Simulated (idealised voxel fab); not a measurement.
The process module that follows is named voxel self aligned vias.
Square cell edge 5 nm, section width 255 nm, ID cut.
Reading order for cross-sections: top band down to bottom band. Underlying form: a grid of square cells. Band size: one or more rows of cells.
Heads up on the band format: heights come first, top then bottom, in nm. After that it's the materials left to right, each with its width in nm. A single material flagged "all across" fills the whole band edge to edge, and "blank" means there's empty space there.
Zero point of the height axis is 0; under it, received wafer = one material. Lowest band: continues down indefinitely, "0 and below".
The width entry "30 to 40" should be interpreted row by row: the top row of cells in the band takes the first number, the bottom row takes the second number, and the change between adjacent rows is uniform throughout.
"no alteration" after a step means that no cell of the cross-section changed.
In "Entrapped void list" the enclosed voids are listed, meaning empty spaces of 8 cells or larger without any opening to the top. The form is width x height at distance, distance from the left edge, units nm.
Text after the settings on a step's line: the simulator's own remark on that step.
Among the settings permitted on a step's line is "overlay nm"; applied to a step with a mask, it specifies the extent to which the mask lay to the right of its planned position, whereas a negative figure signifies a position to the left.
From here on the document is pairs. In a pair, the cross-section before one process step comes with the cross-section after it, and the latter goes no deeper than the lowest band that changed. What lies in between, the step and its settings, is written under the pair. A pair may be from a different run of this module on the same starting wafer than the pair above it, so it continues from that pair only where its entry headed "Prior state" says so.

Prior state
* 55 down to 40  40 nm aC / 25 nm blank / 50 nm aC / 25 nm blank / 50 nm aC / 25 nm blank / 40 nm aC
* 40 down to 15  40 nm SiO2 / 25 nm blank / 50 nm SiO2 / 25 nm blank / 50 nm SiO2 / 25 nm blank / 40 nm SiO2
* 15 down to 5  SiO2 all across
* 5 down to 0  SiCN all across
* 0 and below  Si all across
* Entrapped void list: none

Post-Process Section
* 40 down to 15  40 nm SiO2 / 25 nm blank / 50 nm SiO2 / 25 nm blank / 50 nm SiO2 / 25 nm blank / 40 nm SiO2
* Below 15 it's all the same as before, nothing changed down there.
* Entrapped void list: none
Which operation lies between the before and after views above? op STRIP | etch materials aC

Prior state: Please consult the pair immediately above; the cross-section it shows after its step is the state before this step.

Post-Process Section
* 45 down to 40  45 nm TiN / 15 nm blank / 60 nm TiN / 15 nm blank / 60 nm TiN / 15 nm blank / 45 nm TiN
* 40 down to 20  40 nm SiO2 / 5 nm TiN / 15 nm blank / 5 nm TiN / 50 nm SiO2 / 5 nm TiN / 15 nm blank / 5 nm TiN / 50 nm SiO2 / 5 nm TiN / 15 nm blank / 5 nm TiN / 40 nm SiO2
* 20 down to 15  40 nm SiO2 / 25 nm TiN / 50 nm SiO2 / 25 nm TiN / 50 nm SiO2 / 25 nm TiN / 40 nm SiO2
* Below 15 it's all the same as before, nothing changed down there.
* Entrapped void list: none
Which operation lies between the before and after views above? op CONFORMAL_DEP | material TiN | thk nm 5

Prior state: Please consult the pair immediately above; the cross-section it shows after its step is the state before this step.

Post-Process Section
* 50 down to 45  Ru all across
* 45 down to 40  45 nm TiN / 15 nm Ru / 60 nm TiN / 15 nm Ru / 60 nm TiN / 15 nm Ru / 45 nm TiN
* 40 down to 20  40 nm SiO2 / 5 nm TiN / 15 nm Ru / 5 nm TiN / 50 nm SiO2 / 5 nm TiN / 15 nm Ru / 5 nm TiN / 50 nm SiO2 / 5 nm TiN / 15 nm Ru / 5 nm TiN / 40 nm SiO2
* Below 20 it's all the same as before, nothing changed down there.
* Entrapped void list: none
Which operation lies between the before and after views above? op FILL_DEP | material Ru | thk nm 5

Prior state: Please consult the pair immediately above; the cross-section it shows after its step is the state before this step.

Post-Process Section
* 40 down to 20  40 nm SiO2 / 5 nm TiN / 15 nm Ru / 5 nm TiN / 50 nm SiO2 / 5 nm TiN / 15 nm Ru / 5 nm TiN / 50 nm SiO2 / 5 nm TiN / 15 nm Ru / 5 nm TiN / 40 nm SiO2
* Below 20 it's all the same as before, nothing changed down there.
* Entrapped void list: none
Which operation lies between the before and after views above? op CMP | height nm 40

Prior state: Please consult the pair immediately above; the cross-section it shows after its step is the state before this step.

Post-Process Section
* 40 down to 30  40 nm SiO2 / 25 nm blank / 50 nm SiO2 / 25 nm blank / 50 nm SiO2 / 25 nm blank / 40 nm SiO2
* Below 30 it's all the same as before, nothing changed down there.
* Entrapped void list: none
Which operation lies between the before and after views above? op SELECTIVE_ETCH | etch materials W Ru TiN | depth nm 10

Prior state: Please consult the pair immediately above; the cross-section it shows after its step is the state before this step.

Post-Process Section
* 45 down to 40  SiN all across
* 40 down to 30  40 nm SiO2 / 25 nm SiN / 50 nm SiO2 / 25 nm SiN / 50 nm SiO2 / 25 nm SiN / 40 nm SiO2
* Below 30 it's all the same as before, nothing changed down there.
* Entrapped void list: none
Which operation lies between the before and after views above? op FILL_DEP | material SiN | thk nm 5

Prior state: Please consult the pair immediately above; the cross-section it shows after its step is the state before this step.

Post-Process Section
* 40 down to 30  40 nm SiO2 / 25 nm SiN / 50 nm SiO2 / 25 nm SiN / 50 nm SiO2 / 25 nm SiN / 40 nm SiO2
* Below 30 it's all the same as before, nothing changed down there.
* Entrapped void list: none
Which operation lies between the before and after views above? op CMP | height nm 40

Prior state: Please consult the pair immediately above; the cross-section it shows after its step is the state before this step.

Post-Process Section
* 55 down to 40  SiO2 all across
* Below 40 it's all the same as before, nothing changed down there.
* Entrapped void list: none
Which operation lies between the before and after views above? op DIRECTIONAL_DEP | material SiO2 | thk nm 15

Prior state: Please consult the pair immediately above; the cross-section it shows after its step is the state before this step.

Post-Process Section
* 70 down to 55  30 nm resist / 45 nm blank / 105 nm resist / 45 nm blank / 30 nm resist
* Below 55 it's all the same as before, nothing changed down there.
* Entrapped void list: none
Which operation lies between the before and after views above? op PATTERN | tone open | mask id VIAS | material resist | width nm 45 | pitch nm 150 | thk nm 15 | overlay nm 0

Prior state: Please consult the pair immediately above; the cross-section it shows after its step is the state before this step.

Post-Process Section
* 70 down to 55  30 nm resist / 45 nm blank / 105 nm resist / 45 nm blank / 30 nm resist
* 55 down to 40  30 nm SiO2 / 45 nm blank / 105 nm SiO2 / 45 nm blank / 30 nm SiO2
* Below 40 it's all the same as before, nothing changed down there.
* Entrapped void list: none
Which operation lies between the before and after views above? op DIRECTIONAL_ETCH | etch materials SiO2 | depth nm 15

Prior state: Please consult the pair immediately above; the cross-section it shows after its step is the state before this step.

Post-Process Section
* 70 down to 55  30 nm resist / 45 nm blank / 105 nm resist / 45 nm blank / 30 nm resist
* 55 down to 40  30 nm SiO2 / 45 nm blank / 105 nm SiO2 / 45 nm blank / 30 nm SiO2
* 40 down to 30  40 nm SiO2 / 25 nm blank / 50 nm SiO2 / 25 nm SiN / 50 nm SiO2 / 25 nm blank / 40 nm SiO2
* Below 30 it's all the same as before, nothing changed down there.
* Entrapped void list: none
Which operation lies between the before and after views above? op DIRECTIONAL_ETCH | etch materials SiN | depth nm 10

Prior state: Please consult the pair immediately above; the cross-section it shows after its step is the state before this step.

Post-Process Section
* 55 down to 40  30 nm SiO2 / 45 nm blank / 105 nm SiO2 / 45 nm blank / 30 nm SiO2
* Below 40 it's all the same as before, nothing changed down there.
* Entrapped void list: none
Which operation lies between the before and after views above? op STRIP | etch materials resist

Prior state: Please consult the pair immediately above; the cross-section it shows after its step is the state before this step.

Post-Process Section
* 60 down to 55  35 nm TiN / 35 nm blank / 115 nm TiN / 35 nm blank / 35 nm TiN
* 55 down to 45  30 nm SiO2 / 5 nm TiN / 35 nm blank / 5 nm TiN / 105 nm SiO2 / 5 nm TiN / 35 nm blank / 5 nm TiN / 30 nm SiO2
* 45 down to 40  30 nm SiO2 / 15 nm TiN / 15 nm blank / 15 nm TiN / 105 nm SiO2 / 15 nm TiN / 15 nm blank / 15 nm TiN / 30 nm SiO2
* 40 down to 35  40 nm SiO2 / 5 nm TiN / 15 nm blank / 5 nm TiN / 50 nm SiO2 / 25 nm SiN / 50 nm SiO2 / 5 nm TiN / 15 nm blank / 5 nm TiN / 40 nm SiO2
* 35 down to 30  40 nm SiO2 / 25 nm TiN / 50 nm SiO2 / 25 nm SiN / 50 nm SiO2 / 25 nm TiN / 40 nm SiO2
* Below 30 it's all the same as before, nothing changed down there.
* Entrapped void list: none
Which operation lies between the before and after views above? op CONFORMAL_DEP | material TiN | thk nm 5

Prior state: Please consult the pair immediately above; the cross-section it shows after its step is the state before this step.

Post-Process Section
* 70 down to 60  Cu all across
* 60 down to 55  35 nm TiN / 35 nm Cu / 115 nm TiN / 35 nm Cu / 35 nm TiN
* 55 down to 45  30 nm SiO2 / 5 nm TiN / 35 nm Cu / 5 nm TiN / 105 nm SiO2 / 5 nm TiN / 35 nm Cu / 5 nm TiN / 30 nm SiO2
* 45 down to 40  30 nm SiO2 / 15 nm TiN / 15 nm Cu / 15 nm TiN / 105 nm SiO2 / 15 nm TiN / 15 nm Cu / 15 nm TiN / 30 nm SiO2
* 40 down to 35  40 nm SiO2 / 5 nm TiN / 15 nm Cu / 5 nm TiN / 50 nm SiO2 / 25 nm SiN / 50 nm SiO2 / 5 nm TiN / 15 nm Cu / 5 nm TiN / 40 nm SiO2
* Below 35 it's all the same as before, nothing changed down there.
* Entrapped void list: none
Which operation lies between the before and after views above? op FILL_DEP | material Cu | thk nm 10

Prior state: Please consult the pair immediately above; the cross-section it shows after its step is the state before this step.

Post-Process Section
* 55 down to 45  30 nm SiO2 / 5 nm TiN / 35 nm Cu / 5 nm TiN / 105 nm SiO2 / 5 nm TiN / 35 nm Cu / 5 nm TiN / 30 nm SiO2
* Below 45 it's all the same as before, nothing changed down there.
* Entrapped void list: none
Which operation lies between the before and after views above? op CMP | height nm 55

Prior state: Please consult the pair immediately above; the cross-section it shows after its step is the state before this step.

Post-Process Section
* 60 down to 55  SiN all across
* Below 55 it's all the same as before, nothing changed down there.
* Entrapped void list: none
Which operation lies between the before and after views above? op CONFORMAL_DEP | material SiN | thk nm 5

Prior state
* 70 down to 60  Cu all across
* 60 down to 55  35 nm TiN / 35 nm Cu / 115 nm TiN / 35 nm Cu / 35 nm TiN
* 55 down to 45  30 nm SiO2 / 5 nm TiN / 35 nm Cu / 5 nm TiN / 105 nm SiO2 / 5 nm TiN / 35 nm Cu / 5 nm TiN / 30 nm SiO2
* 45 down to 40  30 nm SiO2 / 15 nm TiN / 15 nm Cu / 15 nm TiN / 105 nm SiO2 / 15 nm TiN / 15 nm Cu / 15 nm TiN / 30 nm SiO2
* 40 down to 35  40 nm SiO2 / 5 nm TiN / 15 nm Cu / 5 nm TiN / 50 nm SiO2 / 25 nm SiN / 50 nm SiO2 / 5 nm TiN / 15 nm Cu / 5 nm TiN / 40 nm SiO2
* 35 down to 30  40 nm SiO2 / 25 nm TiN / 50 nm SiO2 / 25 nm SiN / 50 nm SiO2 / 25 nm TiN / 40 nm SiO2
* 30 down to 20  40 nm SiO2 / 5 nm TiN / 15 nm Ru / 5 nm TiN / 50 nm SiO2 / 5 nm TiN / 15 nm Ru / 5 nm TiN / 50 nm SiO2 / 5 nm TiN / 15 nm Ru / 5 nm TiN / 40 nm SiO2
* 20 down to 15  40 nm SiO2 / 25 nm TiN / 50 nm SiO2 / 25 nm TiN / 50 nm SiO2 / 25 nm TiN / 40 nm SiO2
* 15 down to 10  SiCN all across
* 10 down to 0  SiO2 all across
* 0 and below  Si all across
* Entrapped void list: none

Post-Process Section
* 45 down to 40  30 nm SiO2 / 15 nm TiN / 15 nm Cu / 15 nm TiN / 105 nm SiO2 / 15 nm TiN / 15 nm Cu / 15 nm TiN / 30 nm SiO2
* Below 40 it's all the same as before, nothing changed down there.
* Entrapped void list: none
Which operation lies between the before and after views above? op CMP | height nm 45

Prior state: Please consult the pair immediately above; the cross-section it shows after its step is the state before this step.

Post-Process Section
* 50 down to 45  SiN all across
* Below 45 it's all the same as before, nothing changed down there.
* Entrapped void list: none
Which operation lies between the before and after views above? op CONFORMAL_DEP | material SiN | thk nm 5

Prior state
* 55 down to 40  SiO2 all across
* 40 down to 30  40 nm SiO2 / 25 nm SiN / 50 nm SiO2 / 25 nm SiN / 50 nm SiO2 / 25 nm SiN / 40 nm SiO2
* 30 down to 20  40 nm SiO2 / 5 nm TiN / 15 nm Ru / 5 nm TiN / 50 nm SiO2 / 5 nm TiN / 15 nm Ru / 5 nm TiN / 50 nm SiO2 / 5 nm TiN / 15 nm Ru / 5 nm TiN / 40 nm SiO2
* 20 down to 15  40 nm SiO2 / 25 nm TiN / 50 nm SiO2 / 25 nm TiN / 50 nm SiO2 / 25 nm TiN / 40 nm SiO2
* 15 down to 10  SiCN all across
* 10 down to 0  SiO2 all across
* 0 and below  Si all across
* Entrapped void list: none

Post-Process Section
* 70 down to 55  25 nm resist / 55 nm blank / 95 nm resist / 55 nm blank / 25 nm resist
* Below 55 it's all the same as before, nothing changed down there.
* Entrapped void list: none
Which operation lies between the before and after views above? op PATTERN | tone open | mask id VIAS | material resist | width nm 55 | pitch nm 150 | thk nm 15 | overlay nm 0

Prior state: Please consult the pair immediately above; the cross-section it shows after its step is the state before this step.

Post-Process Section
* 70 down to 55  25 nm resist / 55 nm blank / 95 nm resist / 55 nm blank / 25 nm resist
* 55 down to 40  25 nm SiO2 / 55 nm blank / 95 nm SiO2 / 55 nm blank / 25 nm SiO2
* Below 40 it's all the same as before, nothing changed down there.
* Entrapped void list: none
Which operation lies between the before and after views above? op DIRECTIONAL_ETCH | etch materials SiO2 | depth nm 15

Prior state: Please consult the pair immediately above; the cross-section it shows after its step is the state before this step.

Post-Process Section
* 70 down to 55  25 nm resist / 55 nm blank / 95 nm resist / 55 nm blank / 25 nm resist
* 55 down to 40  25 nm SiO2 / 55 nm blank / 95 nm SiO2 / 55 nm blank / 25 nm SiO2
* 40 down to 30  40 nm SiO2 / 25 nm blank / 50 nm SiO2 / 25 nm SiN / 50 nm SiO2 / 25 nm blank / 40 nm SiO2
* Below 30 it's all the same as before, nothing changed down there.
* Entrapped void list: none
Which operation lies between the before and after views above? op DIRECTIONAL_ETCH | etch materials SiN | depth nm 10

Prior state: Please consult the pair immediately above; the cross-section it shows after its step is the state before this step.

Post-Process Section
* 55 down to 40  25 nm SiO2 / 55 nm blank / 95 nm SiO2 / 55 nm blank / 25 nm SiO2
* Below 40 it's all the same as before, nothing changed down there.
* Entrapped void list: none
Which operation lies between the before and after views above? op STRIP | etch materials resist

Prior state: Please consult the pair immediately above; the cross-section it shows after its step is the state before this step.

Post-Process Section
* 60 down to 55  30 nm TiN / 45 nm blank / 105 nm TiN / 45 nm blank / 30 nm TiN
* 55 down to 45  25 nm SiO2 / 5 nm TiN / 45 nm blank / 5 nm TiN / 95 nm SiO2 / 5 nm TiN / 45 nm blank / 5 nm TiN / 25 nm SiO2
* 45 down to 40  25 nm SiO2 / 20 nm TiN / 15 nm blank / 20 nm TiN / 95 nm SiO2 / 20 nm TiN / 15 nm blank / 20 nm TiN / 25 nm SiO2
* 40 down to 35  40 nm SiO2 / 5 nm TiN / 15 nm blank / 5 nm TiN / 50 nm SiO2 / 25 nm SiN / 50 nm SiO2 / 5 nm TiN / 15 nm blank / 5 nm TiN / 40 nm SiO2
* 35 down to 30  40 nm SiO2 / 25 nm TiN / 50 nm SiO2 / 25 nm SiN / 50 nm SiO2 / 25 nm TiN / 40 nm SiO2
* Below 30 it's all the same as before, nothing changed down there.
* Entrapped void list: none
Which operation lies between the before and after views above? op CONFORMAL_DEP | material TiN | thk nm 5

Prior state: Please consult the pair immediately above; the cross-section it shows after its step is the state before this step.

Post-Process Section
* 70 down to 60  Cu all across
* 60 down to 55  30 nm TiN / 45 nm Cu / 105 nm TiN / 45 nm Cu / 30 nm TiN
* 55 down to 45  25 nm SiO2 / 5 nm TiN / 45 nm Cu / 5 nm TiN / 95 nm SiO2 / 5 nm TiN / 45 nm Cu / 5 nm TiN / 25 nm SiO2
* 45 down to 40  25 nm SiO2 / 20 nm TiN / 15 nm Cu / 20 nm TiN / 95 nm SiO2 / 20 nm TiN / 15 nm Cu / 20 nm TiN / 25 nm SiO2
* 40 down to 35  40 nm SiO2 / 5 nm TiN / 15 nm Cu / 5 nm TiN / 50 nm SiO2 / 25 nm SiN / 50 nm SiO2 / 5 nm TiN / 15 nm Cu / 5 nm TiN / 40 nm SiO2
* Below 35 it's all the same as before, nothing changed down there.
* Entrapped void list: none
Which operation lies between the before and after views above? op FILL_DEP | material Cu | thk nm 10

Prior state: Please consult the pair immediately above; the cross-section it shows after its step is the state before this step.

Post-Process Section
* 55 down to 45  25 nm SiO2 / 5 nm TiN / 45 nm Cu / 5 nm TiN / 95 nm SiO2 / 5 nm TiN / 45 nm Cu / 5 nm TiN / 25 nm SiO2
* Below 45 it's all the same as before, nothing changed down there.
* Entrapped void list: none
Which operation lies between the before and after views above? op CMP | height nm 55

Prior state: Please consult the pair immediately above; the cross-section it shows after its step is the state before this step.

Post-Process Section
* 60 down to 55  SiN all across
* Below 55 it's all the same as before, nothing changed down there.
* Entrapped void list: none
Which operation lies between the before and after views above? op CONFORMAL_DEP | material SiN | thk nm 5

Prior state
* 55 down to 40  SiO2 all across
* 40 down to 30  40 nm SiO2 / 25 nm SiN / 50 nm SiO2 / 25 nm SiN / 50 nm SiO2 / 25 nm SiN / 40 nm SiO2
* 30 down to 20  40 nm SiO2 / 5 nm TiN / 15 nm Ru / 5 nm TiN / 50 nm SiO2 / 5 nm TiN / 15 nm Ru / 5 nm TiN / 50 nm SiO2 / 5 nm TiN / 15 nm Ru / 5 nm TiN / 40 nm SiO2
* 20 down to 15  40 nm SiO2 / 25 nm TiN / 50 nm SiO2 / 25 nm TiN / 50 nm SiO2 / 25 nm TiN / 40 nm SiO2
* 15 down to 10  SiCN all across
* 10 down to 0  SiO2 all across
* 0 and below  Si all across
* Entrapped void list: none

Post-Process Section
* 70 down to 55  20 nm resist / 45 nm blank / 105 nm resist / 45 nm blank / 40 nm resist
* Below 55 it's all the same as before, nothing changed down there.
* Entrapped void list: none
Which operation lies between the before and after views above? op PATTERN | tone open | mask id VIAS | material resist | width nm 45 | pitch nm 150 | thk nm 15 | overlay nm -10

Prior state: Please consult the pair immediately above; the cross-section it shows after its step is the state before this step.

Post-Process Section
* 70 down to 55  20 nm resist / 45 nm blank / 105 nm resist / 45 nm blank / 40 nm resist
* 55 down to 40  20 nm SiO2 / 45 nm blank / 105 nm SiO2 / 45 nm blank / 40 nm SiO2
* Below 40 it's all the same as before, nothing changed down there.
* Entrapped void list: none
Which operation lies between the before and after views above? op DIRECTIONAL_ETCH | etch materials SiO2 | depth nm 15

Prior state: Please consult the pair immediately above; the cross-section it shows after its step is the state before this step.

Post-Process Section
* 70 down to 55  20 nm resist / 45 nm blank / 105 nm resist / 45 nm blank / 40 nm resist
* 55 down to 40  20 nm SiO2 / 45 nm blank / 105 nm SiO2 / 45 nm blank / 40 nm SiO2
* 40 down to 30  40 nm SiO2 / 25 nm blank / 50 nm SiO2 / 25 nm SiN / 50 nm SiO2 / 25 nm blank / 40 nm SiO2
* Below 30 it's all the same as before, nothing changed down there.
* Entrapped void list: none
Which operation lies between the before and after views above? op DIRECTIONAL_ETCH | etch materials SiN | depth nm 10

Prior state: Please consult the pair immediately above; the cross-section it shows after its step is the state before this step.

Post-Process Section
* 55 down to 40  20 nm SiO2 / 45 nm blank / 105 nm SiO2 / 45 nm blank / 40 nm SiO2
* Below 40 it's all the same as before, nothing changed down there.
* Entrapped void list: none
Which operation lies between the before and after views above? op STRIP | etch materials resist

Prior state: Please consult the pair immediately above; the cross-section it shows after its step is the state before this step.

Post-Process Section
* 60 down to 55  25 nm TiN / 35 nm blank / 115 nm TiN / 35 nm blank / 45 nm TiN
* 55 down to 45  20 nm SiO2 / 5 nm TiN / 35 nm blank / 5 nm TiN / 105 nm SiO2 / 5 nm TiN / 35 nm blank / 5 nm TiN / 40 nm SiO2
* 45 down to 40  20 nm SiO2 / 25 nm TiN / 15 nm blank / 5 nm TiN / 105 nm SiO2 / 25 nm TiN / 15 nm blank / 5 nm TiN / 40 nm SiO2
* 40 down to 35  40 nm SiO2 / 5 nm TiN / 15 nm blank / 5 nm TiN / 50 nm SiO2 / 25 nm SiN / 50 nm SiO2 / 5 nm TiN / 15 nm blank / 5 nm TiN / 40 nm SiO2
* 35 down to 30  40 nm SiO2 / 25 nm TiN / 50 nm SiO2 / 25 nm SiN / 50 nm SiO2 / 25 nm TiN / 40 nm SiO2
* Below 30 it's all the same as before, nothing changed down there.
* Entrapped void list: none
Which operation lies between the before and after views above? op CONFORMAL_DEP | material TiN | thk nm 5

Prior state: Please consult the pair immediately above; the cross-section it shows after its step is the state before this step.

Post-Process Section
* 70 down to 60  Cu all across
* 60 down to 55  25 nm TiN / 35 nm Cu / 115 nm TiN / 35 nm Cu / 45 nm TiN
* 55 down to 45  20 nm SiO2 / 5 nm TiN / 35 nm Cu / 5 nm TiN / 105 nm SiO2 / 5 nm TiN / 35 nm Cu / 5 nm TiN / 40 nm SiO2
* 45 down to 40  20 nm SiO2 / 25 nm TiN / 15 nm Cu / 5 nm TiN / 105 nm SiO2 / 25 nm TiN / 15 nm Cu / 5 nm TiN / 40 nm SiO2
* 40 down to 35  40 nm SiO2 / 5 nm TiN / 15 nm Cu / 5 nm TiN / 50 nm SiO2 / 25 nm SiN / 50 nm SiO2 / 5 nm TiN / 15 nm Cu / 5 nm TiN / 40 nm SiO2
* Below 35 it's all the same as before, nothing changed down there.
* Entrapped void list: none
Which operation lies between the before and after views above? op FILL_DEP | material Cu | thk nm 10

Prior state: Please consult the pair immediately above; the cross-section it shows after its step is the state before this step.

Post-Process Section
* 55 down to 45  20 nm SiO2 / 5 nm TiN / 35 nm Cu / 5 nm TiN / 105 nm SiO2 / 5 nm TiN / 35 nm Cu / 5 nm TiN / 40 nm SiO2
* Below 45 it's all the same as before, nothing changed down there.
* Entrapped void list: none
Which operation lies between the before and after views above? op CMP | height nm 55

Prior state: Please consult the pair immediately above; the cross-section it shows after its step is the state before this step.

Post-Process Section
* 60 down to 55  SiN all across
* Below 55 it's all the same as before, nothing changed down there.
* Entrapped void list: none
Which operation lies between the before and after views above? op CONFORMAL_DEP | material SiN | thk nm 5

Prior state
* 40 down to 30  40 nm SiO2 / 25 nm SiN / 50 nm SiO2 / 25 nm SiN / 50 nm SiO2 / 25 nm SiN / 40 nm SiO2
* 30 down to 20  40 nm SiO2 / 5 nm TiN / 15 nm Ru / 5 nm TiN / 50 nm SiO2 / 5 nm TiN / 15 nm Ru / 5 nm TiN / 50 nm SiO2 / 5 nm TiN / 15 nm Ru / 5 nm TiN / 40 nm SiO2
* 20 down to 15  40 nm SiO2 / 25 nm TiN / 50 nm SiO2 / 25 nm TiN / 50 nm SiO2 / 25 nm TiN / 40 nm SiO2
* 15 down to 10  SiCN all across
* 10 down to 0  SiO2 all across
* 0 and below  Si all across
* Entrapped void list: none

Post-Process Section
* 55 down to 40  Ru all across
* Below 40 it's all the same as before, nothing changed down there.
* Entrapped void list: none
Which operation lies between the before and after views above? op DIRECTIONAL_DEP | material Ru | thk nm 15

Prior state: Please consult the pair immediately above; the cross-section it shows after its step is the state before this step.

Post-Process Section
* 70 down to 55  30 nm resist / 45 nm blank / 105 nm resist / 45 nm blank / 30 nm resist
* Below 55 it's all the same as before, nothing changed down there.
* Entrapped void list: none
Which operation lies between the before and after views above? op PATTERN | tone open | mask id VIAS | material resist | width nm 45 | pitch nm 150 | thk nm 15 | overlay nm 0

Prior state: Please consult the pair immediately above; the cross-section it shows after its step is the state before this step.

Post-Process Section
* 55 down to 40  Ru all across
* Below 40 it's all the same as before, nothing changed down there.
* Entrapped void list: none
Which operation lies between the before and after views above? op STRIP | etch materials resist

Prior state: Please consult the pair immediately above; the cross-section it shows after its step is the state before this step.

Post-Process Section
* 60 down to 55  TiN all across
* Below 55 it's all the same as before, nothing changed down there.
* Entrapped void list: none
Which operation lies between the before and after views above? op CONFORMAL_DEP | material TiN | thk nm 5

Prior state: Please consult the pair immediately above; the cross-section it shows after its step is the state before this step.

Post-Process Section
* 70 down to 60  Cu all across
* Below 60 it's all the same as before, nothing changed down there.
* Entrapped void list: none
Which operation lies between the before and after views above? op FILL_DEP | material Cu | thk nm 10

Prior state: Please consult the pair immediately above; the cross-section it shows after its step is the state before this step.

Post-Process Section
* 55 down to 40  Ru all across
* Below 40 it's all the same as before, nothing changed down there.
* Entrapped void list: none
Which operation lies between the before and after views above? op CMP | height nm 55

Prior state: Please consult the pair immediately above; the cross-section it shows after its step is the state before this step.

Post-Process Section
* 60 down to 55  SiN all across
* Below 55 it's all the same as before, nothing changed down there.
* Entrapped void list: none
Which operation lies between the before and after views above? op CONFORMAL_DEP | material SiN | thk nm 5

Prior state
* 55 down to 40  SiO2 all across
* 40 down to 30  40 nm SiO2 / 25 nm SiN / 50 nm SiO2 / 25 nm SiN / 50 nm SiO2 / 25 nm SiN / 40 nm SiO2
* 30 down to 20  40 nm SiO2 / 5 nm TiN / 15 nm Ru / 5 nm TiN / 50 nm SiO2 / 5 nm TiN / 15 nm Ru / 5 nm TiN / 50 nm SiO2 / 5 nm TiN / 15 nm Ru / 5 nm TiN / 40 nm SiO2
* 20 down to 15  40 nm SiO2 / 25 nm TiN / 50 nm SiO2 / 25 nm TiN / 50 nm SiO2 / 25 nm TiN / 40 nm SiO2
* 15 down to 10  SiCN all across
* 10 down to 0  SiO2 all across
* 0 and below  Si all across
* Entrapped void list: none

Post-Process Section
* 70 down to 55  30 nm blank / 45 nm resist / 105 nm blank / 45 nm resist / 30 nm blank
* Below 55 it's all the same as before, nothing changed down there.
* Entrapped void list: none
Which operation lies between the before and after views above? op PATTERN | tone cover | mask id VIAS | material resist | width nm 45 | pitch nm 150 | thk nm 15 | overlay nm 0

Prior state: Please consult the pair immediately above; the cross-section it shows after its step is the state before this step.

Post-Process Section
* 70 down to 55  30 nm blank / 45 nm resist / 105 nm blank / 45 nm resist / 30 nm blank
* 55 down to 40  30 nm blank / 45 nm SiO2 / 105 nm blank / 45 nm SiO2 / 30 nm blank
* Below 40 it's all the same as before, nothing changed down there.
* Entrapped void list: none
Which operation lies between the before and after views above? op DIRECTIONAL_ETCH | etch materials SiO2 | depth nm 15

Prior state: Please consult the pair immediately above; the cross-section it shows after its step is the state before this step.

Post-Process Section
* 70 down to 55  30 nm blank / 45 nm resist / 105 nm blank / 45 nm resist / 30 nm blank
* 55 down to 40  30 nm blank / 45 nm SiO2 / 105 nm blank / 45 nm SiO2 / 30 nm blank
* 40 down to 30  40 nm SiO2 / 25 nm SiN / 50 nm SiO2 / 25 nm blank / 50 nm SiO2 / 25 nm SiN / 40 nm SiO2
* Below 30 it's all the same as before, nothing changed down there.
* Entrapped void list: none
Which operation lies between the before and after views above? op DIRECTIONAL_ETCH | etch materials SiN | depth nm 10

Prior state: Please consult the pair immediately above; the cross-section it shows after its step is the state before this step.

Post-Process Section
* 55 down to 40  30 nm blank / 45 nm SiO2 / 105 nm blank / 45 nm SiO2 / 30 nm blank
* Below 40 it's all the same as before, nothing changed down there.
* Entrapped void list: none
Which operation lies between the before and after views above? op STRIP | etch materials resist

Prior state: Please consult the pair immediately above; the cross-section it shows after its step is the state before this step.

Post-Process Section
* 60 down to 55  25 nm blank / 55 nm TiN / 95 nm blank / 55 nm TiN / 25 nm blank
* 55 down to 45  25 nm blank / 5 nm TiN / 45 nm SiO2 / 5 nm TiN / 95 nm blank / 5 nm TiN / 45 nm SiO2 / 5 nm TiN / 25 nm blank
* 45 down to 40  30 nm TiN / 45 nm SiO2 / 45 nm TiN / 15 nm blank / 45 nm TiN / 45 nm SiO2 / 30 nm TiN
* 40 down to 35  40 nm SiO2 / 25 nm SiN / 50 nm SiO2 / 5 nm TiN / 15 nm blank / 5 nm TiN / 50 nm SiO2 / 25 nm SiN / 40 nm SiO2
* 35 down to 30  40 nm SiO2 / 25 nm SiN / 50 nm SiO2 / 25 nm TiN / 50 nm SiO2 / 25 nm SiN / 40 nm SiO2
* Below 30 it's all the same as before, nothing changed down there.
* Entrapped void list: none
Which operation lies between the before and after views above? op CONFORMAL_DEP | material TiN | thk nm 5

Prior state: Please consult the pair immediately above; the cross-section it shows after its step is the state before this step.

Post-Process Section
* 70 down to 60  Cu all across
* 60 down to 55  25 nm Cu / 55 nm TiN / 95 nm Cu / 55 nm TiN / 25 nm Cu
* 55 down to 45  25 nm Cu / 5 nm TiN / 45 nm SiO2 / 5 nm TiN / 95 nm Cu / 5 nm TiN / 45 nm SiO2 / 5 nm TiN / 25 nm Cu
* 45 down to 40  30 nm TiN / 45 nm SiO2 / 45 nm TiN / 15 nm Cu / 45 nm TiN / 45 nm SiO2 / 30 nm TiN
* 40 down to 35  40 nm SiO2 / 25 nm SiN / 50 nm SiO2 / 5 nm TiN / 15 nm Cu / 5 nm TiN / 50 nm SiO2 / 25 nm SiN / 40 nm SiO2
* Below 35 it's all the same as before, nothing changed down there.
* Entrapped void list: none
Which operation lies between the before and after views above? op FILL_DEP | material Cu | thk nm 10

Prior state: Please consult the pair immediately above; the cross-section it shows after its step is the state before this step.

Post-Process Section
* 55 down to 45  25 nm Cu / 5 nm TiN / 45 nm SiO2 / 5 nm TiN / 95 nm Cu / 5 nm TiN / 45 nm SiO2 / 5 nm TiN / 25 nm Cu
* Below 45 it's all the same as before, nothing changed down there.
* Entrapped void list: none
Which operation lies between the before and after views above? op CMP | height nm 55

Prior state: Please consult the pair immediately above; the cross-section it shows after its step is the state before this step.

Post-Process Section
* 60 down to 55  SiN all across
* Below 55 it's all the same as before, nothing changed down there.
* Entrapped void list: none
Which operation lies between the before and after views above? op CONFORMAL_DEP | material SiN | thk nm 5
